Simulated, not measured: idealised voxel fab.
Proc. module: voxel ribs on slabs
Section cut is 150 nm wide and gridded with 5 nm square cells.
A cross-section is a grid of square cells, given in bands from the top down. A band is one or more rows of cells. First you get the band's top height and its bottom height, in nm, and then the materials it's made of, left to right, with each width in nm. If you see a single material with "all across", that one covers the band edge to edge. "air" is empty space. It should be noted that heights are counted from 0, beneath which the wafer as supplied is of one material throughout, and that the lowest band possesses no lower boundary but continues downward, as written in "top 0, no bottom". The notation "30..40" denotes a width that varies across the rows of cells in the band, beginning at the first number in the top row, finishing at the second number in the bottom row, and changing by an identical amount from each row to the next. "everything unchanged" -> step changed no cross-section cell. Closed-off voids of 8+ cells (no open route to the top) go in "Closed voids list", written width x height at distance from the left edge, in nm. Past the settings on a step's line: simulator remark, on that step. overlay nm: on a step with a mask, how far right of its planned place the mask lay; negative means left.

### Planned process steps
1 RECEIVE, material Si
2 DIRECTIONAL_DEP, material SiO2, thk nm 20
3 DIRECTIONAL_DEP, material polySi, thk nm 15
4 PATTERN, tone cover, mask id RIB, material resist, width nm 25, thk nm 20, overlay nm 0
5 DIRECTIONAL_ETCH, etch materials polySi, depth nm 10
6 STRIP, etch materials resist
7 PATTERN, tone cover, mask id SLAB, material resist, width nm 85, thk nm 20, overlay nm 0
8 DIRECTIONAL_ETCH, etch materials polySi, depth nm 5
9 STRIP, etch materials resist
10 FILL_DEP, material SiO2, thk nm 20
11 CMP, height nm 35
12 DIRECTIONAL_DEP, material W, thk nm 10
13 MASKED_ETCH, tone cover, mask id HEATER, width nm 35, etch materials W, depth nm 10, overlay nm 0
14 CONFORMAL_DEP, material SiN, thk nm 10
The height nm used in step 11 is not the same on every wafer, whereas the starting condition is; the value printed in the plan is the first wafer's.

### first wafer as received, after step 1
  top 0, no bottom | Si all across
  Closed voids list: none

### Where each wafer stands at the end of the module, a row apiece: cells of each material gained (+) or lost (-) since it was received, then closed voids
height nm 35, +68 SiN, +183 SiO2, +14 W, +27 polySi, Closed voids list: none
height nm 40, +68 SiN, +213 SiO2, +14 W, +27 polySi, Closed voids list: none
height nm 45, +68 SiN, +243 SiO2, +14 W, +27 polySi, Closed voids list: none
height nm 50, +68 SiN, +273 SiO2, +14 W, +27 polySi, Closed voids list: none
height nm 55, +68 SiN, +303 SiO2, +14 W, +27 polySi, Closed voids list: none
